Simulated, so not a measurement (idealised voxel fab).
The process module presented herein is designated voxel trench capacitor.
Cross-section cut: width 215 nm, square cells of 5 nm.
In what follows, cross-sections appear as grids of square cells, described through bands that run from the top down, where every band is one or more rows of cells. Heights first: top, then bottom, in nm. Then materials, left to right, each with a width in nm. "everywhere" on a single material: fills the band edge to edge. "blank": empty space. For the purposes of this specification, 0 denotes the height below which the wafer in its as-received condition is composed wholly of one material, and the lowermost band, lacking a lower limit, extends downward without end, as expressed in "0..down". Top row gets the first number, bottom row gets the second, and each row in between changes by the same step: that is how a band width like "30 to 40" works. The designation "stayed the same", where it is given for a processing step, indicates that no cell of the cross-section was altered in the course of that step. The label "Voids, sealed" introduces a list of the empty spaces, 8 cells or larger, that have no open way up to the top; each entry in it reads width x height at distance, where the distance is taken from the left edge and all three are stated in nm. If you see something after the settings on a step's line, that's the simulator's own remark about that step. The setting "overlay nm" may be written on the line of a step. When the step uses a mask, the value reports how far to the right of the planned place the mask lay, and a negative value reports that it lay to the left.

Process steps (planned)
1) RECEIVE: material Si
2) CONFORMAL_DEP: material SiN, thk nm 10
3) DIRECTIONAL_DEP: material aC, thk nm 15
4) PATTERN: tone open, mask id TRENCH, material resist, width nm 30, pitch nm 50, thk nm 30, overlay nm 0
5) DIRECTIONAL_ETCH: etch materials aC, depth nm 15
6) STRIP: etch materials resist
7) DIRECTIONAL_ETCH: etch materials SiN, depth nm 10
8) DIRECTIONAL_ETCH: etch materials Si, depth nm 35
9) STRIP: etch materials aC
10) CONFORMAL_DEP: material HfO2, thk nm 5
11) CONFORMAL_DEP: material TiN, thk nm 5
12) FILL_DEP: material W, thk nm 10
13) CMP: height nm 10

First out of two wafers; run went to plan

Received-state cross-section, reflecting completion of step 1
  0..down: Si everywhere
  Voids, sealed: none

Wafer section view after processing step 2
  10..0: SiN everywhere
  Whatever lies below 0 is exactly as it was before.

Wafer section view after processing step 3
  25..10: aC everywhere
  Whatever lies below 10 is exactly as it was before.

Wafer section view after processing step 4
  55..25: 15 of resist, 30 of blank, 20 of resist, 30 of blank, 20 of resist, 30 of blank, 20 of resist, 30 of blank, 20 of resist
  Whatever lies below 25 is exactly as it was before.

Wafer section view after processing step 5
  40..25: 15 of resist, 30 of blank, 20 of resist, 30 of blank, 20 of resist, 30 of blank, 20 of resist, 30 of blank, 20 of resist
  25..10: 15 of aC, 30 of blank, 20 of aC, 30 of blank, 20 of aC, 30 of blank, 20 of aC, 30 of blank, 20 of aC
  Whatever lies below 10 is exactly as it was before.

Wafer section view after processing step 6
  25..10: 15 of aC, 30 of blank, 20 of aC, 30 of blank, 20 of aC, 30 of blank, 20 of aC, 30 of blank, 20 of aC
  Whatever lies below 10 is exactly as it was before.

Wafer section view after processing step 7
  25..10: 15 of aC, 30 of blank, 20 of aC, 30 of blank, 20 of aC, 30 of blank, 20 of aC, 30 of blank, 20 of aC
  10..0: 15 of SiN, 30 of blank, 20 of SiN, 30 of blank, 20 of SiN, 30 of blank, 20 of SiN, 30 of blank, 20 of SiN
  Whatever lies below 0 is exactly as it was before.

Wafer section view after processing step 8
  25..10: 15 of aC, 30 of blank, 20 of aC, 30 of blank, 20 of aC, 30 of blank, 20 of aC, 30 of blank, 20 of aC
  10..0: 15 of SiN, 30 of blank, 20 of SiN, 30 of blank, 20 of SiN, 30 of blank, 20 of SiN, 30 of blank, 20 of SiN
  0..-35: 15 of Si, 30 of blank, 20 of Si, 30 of blank, 20 of Si, 30 of blank, 20 of Si, 30 of blank, 20 of Si
  Whatever lies below -35 is exactly as it was before.

Wafer section view after processing step 9
  10..0: 15 of SiN, 30 of blank, 20 of SiN, 30 of blank, 20 of SiN, 30 of blank, 20 of SiN, 30 of blank, 20 of SiN
  Whatever lies below 0 is exactly as it was before.

Wafer section view after processing step 10
  15..10: 20 of HfO2, 20 of blank, 30 of HfO2, 20 of blank, 30 of HfO2, 20 of blank, 30 of HfO2, 20 of blank, 25 of HfO2
  10..0: 15 of SiN, 5 of HfO2, 20 of blank, 5 of HfO2, 20 of SiN, 5 of HfO2, 20 of blank, 5 of HfO2, 20 of SiN, 5 of HfO2, 20 of blank, 5 of HfO2, 20 of SiN, 5 of HfO2, 20 of blank, 5 of HfO2, 20 of SiN
  0..-30: 15 of Si, 5 of HfO2, 20 of blank, 5 of HfO2, 20 of Si, 5 of HfO2, 20 of blank, 5 of HfO2, 20 of Si, 5 of HfO2, 20 of blank, 5 of HfO2, 20 of Si, 5 of HfO2, 20 of blank, 5 of HfO2, 20 of Si
  -30..-35: 15 of Si, 30 of HfO2, 20 of Si, 30 of HfO2, 20 of Si, 30 of HfO2, 20 of Si, 30 of HfO2, 20 of Si
  Whatever lies below -35 is exactly as it was before.

Wafer section view after processing step 11
  20..15: 25 of TiN, 10 of blank, 40 of TiN, 10 of blank, 40 of TiN, 10 of blank, 40 of TiN, 10 of blank, 30 of TiN
  15..10: 20 of HfO2, 5 of TiN, 10 of blank, 5 of TiN, 30 of HfO2, 5 of TiN, 10 of blank, 5 of TiN, 30 of HfO2, 5 of TiN, 10 of blank, 5 of TiN, 30 of HfO2, 5 of TiN, 10 of blank, 5 of TiN, 25 of HfO2
  10..0: 15 of SiN, 5 of HfO2, 5 of TiN, 10 of blank, 5 of TiN, 5 of HfO2, 20 of SiN, 5 of HfO2, 5 of TiN, 10 of blank, 5 of TiN, 5 of HfO2, 20 of SiN, 5 of HfO2, 5 of TiN, 10 of blank, 5 of TiN, 5 of HfO2, 20 of SiN, 5 of HfO2, 5 of TiN, 10 of blank, 5 of TiN, 5 of HfO2, 20 of SiN
  0..-25: 15 of Si, 5 of HfO2, 5 of TiN, 10 of blank, 5 of TiN, 5 of HfO2, 20 of Si, 5 of HfO2, 5 of TiN, 10 of blank, 5 of TiN, 5 of HfO2, 20 of Si, 5 of HfO2, 5 of TiN, 10 of blank, 5 of TiN, 5 of HfO2, 20 of Si, 5 of HfO2, 5 of TiN, 10 of blank, 5 of TiN, 5 of HfO2, 20 of Si
  -25..-30: 15 of Si, 5 of HfO2, 20 of TiN, 5 of HfO2, 20 of Si, 5 of HfO2, 20 of TiN, 5 of HfO2, 20 of Si, 5 of HfO2, 20 of TiN, 5 of HfO2, 20 of Si, 5 of HfO2, 20 of TiN, 5 of HfO2, 20 of Si
  Whatever lies below -30 is exactly as it was before.

Wafer section view after processing step 12
  30..20: W everywhere
  20..15: 25 of TiN, 10 of W, 40 of TiN, 10 of W, 40 of TiN, 10 of W, 40 of TiN, 10 of W, 30 of TiN
  15..10: 20 of HfO2, 5 of TiN, 10 of W, 5 of TiN, 30 of HfO2, 5 of TiN, 10 of W, 5 of TiN, 30 of HfO2, 5 of TiN, 10 of W, 5 of TiN, 30 of HfO2, 5 of TiN, 10 of W, 5 of TiN, 25 of HfO2
  10..0: 15 of SiN, 5 of HfO2, 5 of TiN, 10 of W, 5 of TiN, 5 of HfO2, 20 of SiN, 5 of HfO2, 5 of TiN, 10 of W, 5 of TiN, 5 of HfO2, 20 of SiN, 5 of HfO2, 5 of TiN, 10 of W, 5 of TiN, 5 of HfO2, 20 of SiN, 5 of HfO2, 5 of TiN, 10 of W, 5 of TiN, 5 of HfO2, 20 of SiN
  0..-25: 15 of Si, 5 of HfO2, 5 of TiN, 10 of W, 5 of TiN, 5 of HfO2, 20 of Si, 5 of HfO2, 5 of TiN, 10 of W, 5 of TiN, 5 of HfO2, 20 of Si, 5 of HfO2, 5 of TiN, 10 of W, 5 of TiN, 5 of HfO2, 20 of Si, 5 of HfO2, 5 of TiN, 10 of W, 5 of TiN, 5 of HfO2, 20 of Si
  Whatever lies below -25 is exactly as it was before.

Wafer section view after processing step 13
  10..0: 15 of SiN, 5 of HfO2, 5 of TiN, 10 of W, 5 of TiN, 5 of HfO2, 20 of SiN, 5 of HfO2, 5 of TiN, 10 of W, 5 of TiN, 5 of HfO2, 20 of SiN, 5 of HfO2, 5 of TiN, 10 of W, 5 of TiN, 5 of HfO2, 20 of SiN, 5 of HfO2, 5 of TiN, 10 of W, 5 of TiN, 5 of HfO2, 20 of SiN
  Whatever lies below 0 is exactly as it was before.

second wafer: like start, like plan, one mistake. Through step 1 it matches the first wafer

Cross-section of the second wafer at the time by which step 2 should have been completed according to the plan
  10..0: W everywhere
  Whatever lies below 0 is exactly as it was before.

Cross-section of the second wafer at the time by which step 3 should have been completed according to the plan
  25..10: aC everywhere
  Whatever lies below 10 is exactly as it was before.

Cross-section of the second wafer at the time by which step 4 should have been completed according to the plan
  55..25: 15 of resist, 30 of blank, 20 of resist, 30 of blank, 20 of resist, 30 of blank, 20 of resist, 30 of blank, 20 of resist
  Whatever lies below 25 is exactly as it was before.

Cross-section of the second wafer at the time by which step 5 should have been completed according to the plan
  40..25: 15 of resist, 30 of blank, 20 of resist, 30 of blank, 20 of resist, 30 of blank, 20 of resist, 30 of blank, 20 of resist
  25..10: 15 of aC, 30 of blank, 20 of aC, 30 of blank, 20 of aC, 30 of blank, 20 of aC, 30 of blank, 20 of aC
  Whatever lies below 10 is exactly as it was before.

Cross-section of the second wafer at the time by which step 6 should have been completed according to the plan
  25..10: 15 of aC, 30 of blank, 20 of aC, 30 of blank, 20 of aC, 30 of blank, 20 of aC, 30 of blank, 20 of aC
  Whatever lies below 10 is exactly as it was before.

Cross-section of the second wafer at the time by which step 7 should have been completed according to the plan: stayed the same

Cross-section of the second wafer at the time by which step 8 should have been completed according to the plan: stayed the same

Cross-section of the second wafer at the time by which step 9 should have been completed according to the plan
  10..0: W everywhere
  Whatever lies below 0 is exactly as it was before.

Cross-section of the second wafer at the time by which step 10 should have been completed according to the plan
  15..10: HfO2 everywhere
  Whatever lies below 10 is exactly as it was before.

Cross-section of the second wafer at the time by which step 11 should have been completed according to the plan
  20..15: TiN everywhere
  Whatever lies below 15 is exactly as it was before.

Cross-section of the second wafer at the time by which step 12 should have been completed according to the plan
  30..20: W everywhere
  Whatever lies below 20 is exactly as it was before.

Cross-section of the second wafer at the time by which step 13 should have been completed according to the plan
  10..0: W everywhere
  Whatever lies below 0 is exactly as it was before.
In executing the process, a mistake was made relative to the plan: step 2 was processed under conditions differing from the plan, specifically as CONFORMAL_DEP: material W, thk nm 10
Wrapping up, a cell-based count of both wafers puts the second over or under the first for these materials: HfO2 -88; Si +168; SiN -38; TiN -72; W +30
